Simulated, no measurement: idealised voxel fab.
Name of the process module below: voxel self aligned vias
Cross-section cut spans 180 nm and uses square cells 5 nm in size.
This document writes a cross-section as a grid whose cells are square, and gives it as bands, listed from the top down; one or more rows of cells form a band. Band entry format. Leading values: height of top, height of bottom, nm. Remainder: materials in left-to-right order, each with its width in nm. Special words: "full width" on a single material, which then fills the band edge to edge; "empty", empty space. Zero point of the height axis is 0; under it, received wafer = one material. Lowest band: continues down indefinitely, "0 -> down". Per-row width for "30->40": begins at first number (top row of band), ends at second number (bottom row), increment between rows held constant. You'll sometimes find "all unchanged" written for a step, and that's the way of saying that nowhere in the cross-section did a cell change during that step. The entry titled "Enclosed voids" provides the empty spaces that have no open way to the top, restricted to those of 8 cells or more. Each is presented as width x height at distance, the distance being measured from the left edge, with all three in nm. after a step's settings: what the simulator itself notes on the step. The line of a step may include "overlay nm". On a step with a mask, this value is how far to the right of its planned place the mask lay. A negative value means the mask lay to the left.

### So here's the lineup of process steps we planned
- 1: RECEIVE (material Si)
- 2: CONFORMAL_DEP (material SiO2; thk nm 10)
- 3: CONFORMAL_DEP (material SiCN; thk nm 5)
- 4: DIRECTIONAL_DEP (material lowk; thk nm 25)
- 5: MASKED_ETCH (tone open; mask id LINES; width nm 30; pitch nm 75; etch materials lowk; depth nm 25; overlay nm 0)
- 6: CONFORMAL_DEP (material TiN; thk nm 5)
- 7: FILL_DEP (material Ru; thk nm 5)
- 8: CMP (height nm 40)
- 9: SELECTIVE_ETCH (etch materials W Ru TiN; depth nm 5)
- 10: FILL_DEP (material SiN; thk nm 5)
- 11: CMP (height nm 40)
- 12: DIRECTIONAL_DEP (material lowk; thk nm 20)
- 13: DIRECTIONAL_DEP (material aC; thk nm 15)
- 14: PATTERN (tone open; mask id VIAS; material resist; width nm 50; pitch nm 75; thk nm 30; overlay nm 0)
- 15: DIRECTIONAL_ETCH (etch materials aC; depth nm 15)
- 16: STRIP (etch materials resist)
- 17: DIRECTIONAL_ETCH (etch materials lowk; depth nm 20)
- 18: DIRECTIONAL_ETCH (etch materials SiN; depth nm 5)
- 19: STRIP (etch materials aC)
- 20: CONFORMAL_DEP (material TiN; thk nm 5)
- 21: FILL_DEP (material Ru; thk nm 5)
- 22: CMP (height nm 60)
- 23: CONFORMAL_DEP (material SiN; thk nm 5)

### Cross-section of the wafer upon arrival, representing the state reached after step 1
0 -> down = Si full width
Enclosed voids: none

### Module complete, cross-section. Starting point and plan per above. One mistake made in running the module
65 -> 60 = SiN full width
60 -> 40 = lowk (25), TiN (5), Ru (40), TiN (5), lowk (25), TiN (5), Ru (40), TiN (5), lowk (30)
40 -> 35 = lowk (25), TiN (50), lowk (25), TiN (50), lowk (30)
35 -> 20 = lowk (25), TiN (15), Ru (20), TiN (15), lowk (25), TiN (15), Ru (20), TiN (15), lowk (30)
20 -> 15 = lowk (35), TiN (30), lowk (45), TiN (30), lowk (40)
15 -> 10 = SiCN full width
10 -> 0 = SiO2 full width
0 -> down = Si full width
Enclosed voids: none
Deviation from plan: step 17 of the plan saw execution twice
